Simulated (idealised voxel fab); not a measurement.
process module | voxel air gaps
cross-section cut | 215 nm wide | cells 5 nm
A cross-section is a grid of square cells, given in bands from the top down. A band is one or more rows of cells.
Each band's line starts with the height of the band's top and of its bottom, in nm. Then come its materials from left to right, each with its width in nm. One material with "throughout" fills the band from edge to edge. "air" is empty space.
Height 0 is the level under which the wafer as received is all one material. The lowest band goes on downwards, as in "0 down".
A width such as "30 to 40" changes by the same amount from each row of cells to the next, from the band's top row to its bottom row.
"no change" after a step means that no cell of the cross-section changed.
closed voids: empty space of 8 cells or more with no open way to the top, each as width x height at its distance from the left edge, in nm
after a step's settings: what the simulator itself notes on the step
overlay nm, on a step with a mask: how far to the right of its planned place the mask lay; to the left if negative
plan
1 op RECEIVE | material Si
2 op CONFORMAL_DEP | material SiO2 | thk nm 10
3 op CONFORMAL_DEP | material SiN | thk nm 5
4 op DIRECTIONAL_DEP | material SiO2 | thk nm 40
5 op DIRECTIONAL_DEP | material aC | thk nm 10
6 op PATTERN | tone open | mask id LINES | material resist | width nm 20 | pitch nm 45 | thk nm 25 | overlay nm 0
7 op DIRECTIONAL_ETCH | etch materials aC | depth nm 10
8 op STRIP | etch materials resist
9 op DIRECTIONAL_ETCH | etch materials SiO2 | depth nm 40
10 op STRIP | etch materials aC
11 op CONFORMAL_DEP | material TiN | thk nm 5
12 op FILL_DEP | material Ru | thk nm 5
13 op CMP | height nm 55
14 op EPI | material Ru | thk nm 10
15 op SELECTIVE_ETCH | etch materials SiO2 | depth nm 50
16 op CONFORMAL_DEP | material SiN | thk nm 5
as received, after step 1
  0 down: Si throughout
  closed voids: none
a wafer at the end: this start, this plan, one mistake
  70 to 65: SiN throughout
  65 to 55: Ru throughout
  55 to 20: Ru 25 | TiN 5 | SiO2 20 | TiN 5 | Ru 15 | TiN 5 | SiO2 20 | TiN 5 | Ru 15 | TiN 5 | SiO2 20 | TiN 5 | Ru 15 | TiN 5 | SiO2 20 | TiN 5 | Ru 25
  20 to 15: TiN 30 | SiO2 20 | TiN 25 | SiO2 20 | TiN 25 | SiO2 20 | TiN 25 | SiO2 20 | TiN 30
  15 to 10: SiN throughout
  10 to 0: SiO2 throughout
  0 down: Si throughout
  closed voids: none
what went wrong: step 6 ran as: op PATTERN | tone cover | mask id LINES | material resist | width nm 20 | pitch nm 45 | thk nm 25 | overlay nm 0
